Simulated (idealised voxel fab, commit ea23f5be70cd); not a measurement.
Name of the process module below: voxel ribs on slabs
For reference, the cross-section in this document is cut, with width 295 nm and square cells of 5 nm.
Format of a cross-section: grid, square cells. Given as bands. Order: top down. Band: one or more rows of cells.
Basically the band line says how high the top is and how high the bottom is, in nm, and then what's in it from left to right, every material with its width in nm. Empty space shows up as "empty", and if a single material carries "edge to edge" it runs the full band edge to edge.
Convention: height 0 is the level below which the wafer, as received, is all one material. The lowest band does not terminate at the bottom but continues downward, represented as "z 0 and below".
You'd read "30->40" like this: the band's top row of cells is as wide as the first number, its bottom row is as wide as the second, and going down, every row changes width by the same amount as the row before did.
When a step is marked "no change occurred", none of the cells in the cross-section changed during that step.
Entry "Closed void inventory" = empty spaces >= 8 cells with no open way to the top; each as width x height at distance, distance from left edge, all nm.
Past the settings on a step's line: simulator remark, on that step.
The optional step-line setting "overlay nm" applies to steps with a mask and quantifies how far to the right of its planned location the mask lay, a negative value indicating leftward placement.
[Planned step list for the process]
1 RECEIVE, material Si
2 DIRECTIONAL_DEP, material SiO2, thk nm 20
3 DIRECTIONAL_DEP, material SiN, thk nm 25
4 MASKED_ETCH, tone cover, mask id RIB, width nm 30, etch materials SiN, depth nm 5, overlay nm 0
5 PATTERN, tone cover, mask id SLAB, material resist, width nm 60, thk nm 20, overlay nm 0
6 DIRECTIONAL_ETCH, etch materials SiN, depth nm 20
7 STRIP, etch materials resist
8 FILL_DEP, material SiO2, thk nm 25
9 CMP, height nm 65
10 DIRECTIONAL_DEP, material W, thk nm 5
11 DIRECTIONAL_DEP, material aC, thk nm 10
12 PATTERN, tone cover, mask id HEATER, material resist, width nm 40, thk nm 30, overlay nm 0
13 DIRECTIONAL_ETCH, etch materials aC, depth nm 10
14 STRIP, etch materials resist
15 DIRECTIONAL_ETCH, etch materials W, depth nm 5
16 STRIP, etch materials aC
17 CONFORMAL_DEP, material SiO2, thk nm 5
[Shown in cross-section is the wafer as received, that is, as it stands after step 1]
* z 0 and below | Si edge to edge
* Closed void inventory: none
[Starting structure and process plan are as shown above, but one mistake was made in running the module; the wafer cross-section at the end of the module follows]
* z 75 to 70 | 120 empty / 50 SiO2 / 125 empty
* z 70 to 65 | 125 SiO2 / 40 W / 130 SiO2
* z 65 to 40 | SiO2 edge to edge
* z 40 to 25 | 115 SiN / 60 SiO2 / 120 SiN
* z 25 to 20 | 115 SiN / 15 SiO2 / 30 SiN / 15 SiO2 / 120 SiN
* z 20 to 0 | SiO2 edge to edge
* z 0 and below | Si edge to edge
* Closed void inventory: none
Deviation noted in wafer processing: step 5 off recipe, ran as PATTERN, tone open, mask id SLAB, material resist, width nm 60, thk nm 20, overlay nm 0
